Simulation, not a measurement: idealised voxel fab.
Process module in this document: voxel wiring stack
In the cross-section labelled cut, the width is 210 nm and each square cell is 5 nm.
Cross-sections here: square-cell grids, written as top-down lists of bands, a band being one or more rows of cells. This entry defines a band. It first specifies the height of the band's top and the height of its bottom in nm, and then specifies the band's materials from left to right, stating each material with its width in nm. The word "throughout" identifies a single material that fills the band from edge to edge, while the word "air" identifies empty space. It should be noted that heights are counted from 0, beneath which the wafer as supplied is of one material throughout, and that the lowest band possesses no lower boundary but continues downward, as written in "top 0, no bottom". The two numbers in a width such as "30 to 40" mark its ends across the band: the first belongs to the top row of cells, the second to the bottom row, and from each row to the next the width moves by the same amount. What does "all unchanged" mean for a step? It means no cell of the cross-section changed in that step. So "closed voids" is basically the list of trapped voids: any empty space of 8 cells or more that can't reach the top through an opening. They're written width x height at distance, the distance being from the left edge, and it's all nm. Text after the settings on a step's line: the simulator's own remark on that step. You can add "overlay nm" to a step's line. For a step with a mask, it describes how far the mask lay to the right of its planned position, and a negative number describes a lay to the left.

Here's what the planned process steps look like
- 1: RECEIVE | material Si
- 2: CONFORMAL_DEP | material SiO2 | thk nm 15
- 3: CONFORMAL_DEP | material SiCN | thk nm 5
- 4: DIRECTIONAL_DEP | material lowk | thk nm 15
- 5: PATTERN | tone open | mask id METAL_1 | material resist | width nm 30 | pitch nm 45 | thk nm 15 | overlay nm 0
- 6: DIRECTIONAL_ETCH | etch materials lowk | depth nm 15
- 7: DIRECTIONAL_ETCH | etch materials SiCN | depth nm 5
- 8: STRIP | etch materials resist
- 9: CONFORMAL_DEP | material TiN | thk nm 5
- 10: FILL_DEP | material W | thk nm 5
- 11: CMP | height nm 35
- 12: CONFORMAL_DEP | material SiCN | thk nm 5
- 13: DIRECTIONAL_DEP | material lowk | thk nm 20
- 14: PATTERN | tone open | mask id PLUG_1 | material resist | width nm 15 | pitch nm 45 | thk nm 20 | overlay nm 0
- 15: DIRECTIONAL_ETCH | etch materials lowk | depth nm 20
- 16: DIRECTIONAL_ETCH | etch materials SiCN | depth nm 5
- 17: STRIP | etch materials resist
- 18: CONFORMAL_DEP | material TiN | thk nm 5
- 19: FILL_DEP | material Ru | thk nm 10
- 20: CMP | height nm 60
- 21: DIRECTIONAL_DEP | material TiN | thk nm 5
- 22: DIRECTIONAL_DEP | material W | thk nm 25
- 23: DIRECTIONAL_DEP | material aC | thk nm 10
- 24: PATTERN | tone cover | mask id METAL_2 | material resist | width nm 30 | pitch nm 45 | thk nm 30 | overlay nm 0
- 25: DIRECTIONAL_ETCH | etch materials aC | depth nm 10
- 26: STRIP | etch materials resist
- 27: DIRECTIONAL_ETCH | etch materials W | depth nm 25
- 28: DIRECTIONAL_ETCH | etch materials TiN | depth nm 5
- 29: STRIP | etch materials aC
- 30: FILL_DEP | material lowk | thk nm 5
- 31: CMP | height nm 90
- 32: CONFORMAL_DEP | material SiCN | thk nm 5
- 33: DIRECTIONAL_DEP | material SiO2 | thk nm 35
- 34: PATTERN | tone open | mask id METAL_3_HOLES | material resist | width nm 15 | pitch nm 45 | thk nm 20 | overlay nm 0
- 35: DIRECTIONAL_ETCH | etch materials SiO2 | depth nm 35
- 36: STRIP | etch materials resist
- 37: DIRECTIONAL_DEP | material aC | thk nm 15
- 38: PATTERN | tone open | mask id METAL_3 | material resist | width nm 30 | pitch nm 45 | thk nm 30 | overlay nm -5
- 39: DIRECTIONAL_ETCH | etch materials aC | depth nm 15
- 40: STRIP | etch materials resist
- 41: DIRECTIONAL_ETCH | etch materials SiO2 | depth nm 20
- 42: DIRECTIONAL_ETCH | etch materials SiCN | depth nm 5
- 43: STRIP | etch materials aC
- 44: CONFORMAL_DEP | material TiN | thk nm 5
- 45: FILL_DEP | material Ru | thk nm 10
- 46: CMP | height nm 130
- 47: CONFORMAL_DEP | material SiN | thk nm 5
Wafer-to-wafer difference: overlay nm, step 38. Common start. Plan = first wafer's value.

Cross-section: the first of several wafers in its as-received state, i.e. following step 1
  top 0, no bottom  Si throughout
  closed voids: none

First of several wafers: cross-section at the end of the module, after step 47, its last step
  top 135, bottom 130  SiN throughout
  top 130, bottom 115  SiO2 15  TiN 5  Ru 20  TiN 5  SiO2 15  TiN 5  Ru 20  TiN 5  SiO2 15  TiN 5  Ru 20  TiN 5  SiO2 15  TiN 5  Ru 20  TiN 5  SiO2 30
  top 115, bottom 110  SiO2 15  TiN 10  Ru 5  TiN 15  SiO2 15  TiN 10  Ru 5  TiN 15  SiO2 15  TiN 10  Ru 5  TiN 15  SiO2 15  TiN 10  Ru 5  TiN 15  SiO2 30
  top 110, bottom 95  SiO2 20  TiN 5  Ru 5  TiN 5  SiO2 30  TiN 5  Ru 5  TiN 5  SiO2 30  TiN 5  Ru 5  TiN 5  SiO2 30  TiN 5  Ru 5  TiN 5  SiO2 40
  top 95, bottom 90  SiCN 20  TiN 15  SiCN 30  TiN 15  SiCN 30  TiN 15  SiCN 30  TiN 15  SiCN 40
  top 90, bottom 65  lowk 20  W 30  lowk 15  W 30  lowk 15  W 30  lowk 15  W 30  lowk 25
  top 65, bottom 60  lowk 20  TiN 30  lowk 15  TiN 30  lowk 15  TiN 30  lowk 15  TiN 30  lowk 25
  top 60, bottom 40  lowk 20  TiN 5  Ru 5  TiN 5  lowk 30  TiN 5  Ru 5  TiN 5  lowk 30  TiN 5  Ru 5  TiN 5  lowk 30  TiN 5  Ru 5  TiN 5  lowk 40
  top 40, bottom 35  SiCN 20  TiN 15  SiCN 30  TiN 15  SiCN 30  TiN 15  SiCN 30  TiN 15  SiCN 40
  top 35, bottom 20  lowk 20  TiN 5  W 20  TiN 5  lowk 15  TiN 5  W 20  TiN 5  lowk 15  TiN 5  W 20  TiN 5  lowk 15  TiN 5  W 20  TiN 5  lowk 25
  top 20, bottom 15  SiCN 20  TiN 30  SiCN 15  TiN 30  SiCN 15  TiN 30  SiCN 15  TiN 30  SiCN 25
  top 15, bottom 0  SiO2 throughout
  top 0, no bottom  Si throughout
  closed voids: none

Cross-section, last wafer, module completion
  top 135, bottom 130  SiN throughout
  top 130, bottom 115  SiO2 20  TiN 5  Ru 30  TiN 5  SiO2 5  TiN 5  Ru 30  TiN 5  SiO2 5  TiN 5  Ru 30  TiN 5  SiO2 5  TiN 5  Ru 30  TiN 5  SiO2 15
  top 115, bottom 110  SiO2 20  TiN 5  Ru 5  TiN 30  SiO2 5  TiN 5  Ru 5  TiN 30  SiO2 5  TiN 5  Ru 5  TiN 30  SiO2 5  TiN 5  Ru 5  TiN 30  SiO2 15
  top 110, bottom 100  SiO2 20  TiN 5  Ru 5  TiN 5  SiO2 30  TiN 5  Ru 5  TiN 5  SiO2 30  TiN 5  Ru 5  TiN 5  SiO2 30  TiN 5  Ru 5  TiN 5  SiO2 40
  top 100, bottom 95  SiO2 20  TiN 15  SiO2 30  TiN 15  SiO2 30  TiN 15  SiO2 30  TiN 15  SiO2 40
  top 95, bottom 90  SiCN 30  TiN 5  SiCN 40  TiN 5  SiCN 40  TiN 5  SiCN 40  TiN 5  SiCN 40
  top 90, bottom 65  lowk 20  W 30  lowk 15  W 30  lowk 15  W 30  lowk 15  W 30  lowk 25
  top 65, bottom 60  lowk 20  TiN 30  lowk 15  TiN 30  lowk 15  TiN 30  lowk 15  TiN 30  lowk 25
  top 60, bottom 40  lowk 20  TiN 5  Ru 5  TiN 5  lowk 30  TiN 5  Ru 5  TiN 5  lowk 30  TiN 5  Ru 5  TiN 5  lowk 30  TiN 5  Ru 5  TiN 5  lowk 40
  top 40, bottom 35  SiCN 20  TiN 15  SiCN 30  TiN 15  SiCN 30  TiN 15  SiCN 30  TiN 15  SiCN 40
  top 35, bottom 20  lowk 20  TiN 5  W 20  TiN 5  lowk 15  TiN 5  W 20  TiN 5  lowk 15  TiN 5  W 20  TiN 5  lowk 15  TiN 5  W 20  TiN 5  lowk 25
  top 20, bottom 15  SiCN 20  TiN 30  SiCN 15  TiN 30  SiCN 15  TiN 30  SiCN 15  TiN 30  SiCN 25
  top 15, bottom 0  SiO2 throughout
  top 0, no bottom  Si throughout
  closed voids: none

Below: a row per wafer. Contents at end of module: for every material, cells gained since receipt (+) or lost since receipt (-); then closed voids
overlay nm -5 | +80 Ru | +78 SiCN | +42 SiN | +288 SiO2 | +196 TiN | +168 W | +282 lowk | closed voids: none
overlay nm 0 | +80 Ru | +78 SiCN | +42 SiN | +288 SiO2 | +196 TiN | +168 W | +282 lowk | closed voids: none
overlay nm 5 | +88 Ru | +82 SiCN | +42 SiN | +272 SiO2 | +200 TiN | +168 W | +282 lowk | closed voids: none
overlay nm 10 | +100 Ru | +86 SiCN | +42 SiN | +256 SiO2 | +200 TiN | +168 W | +282 lowk | closed voids: none
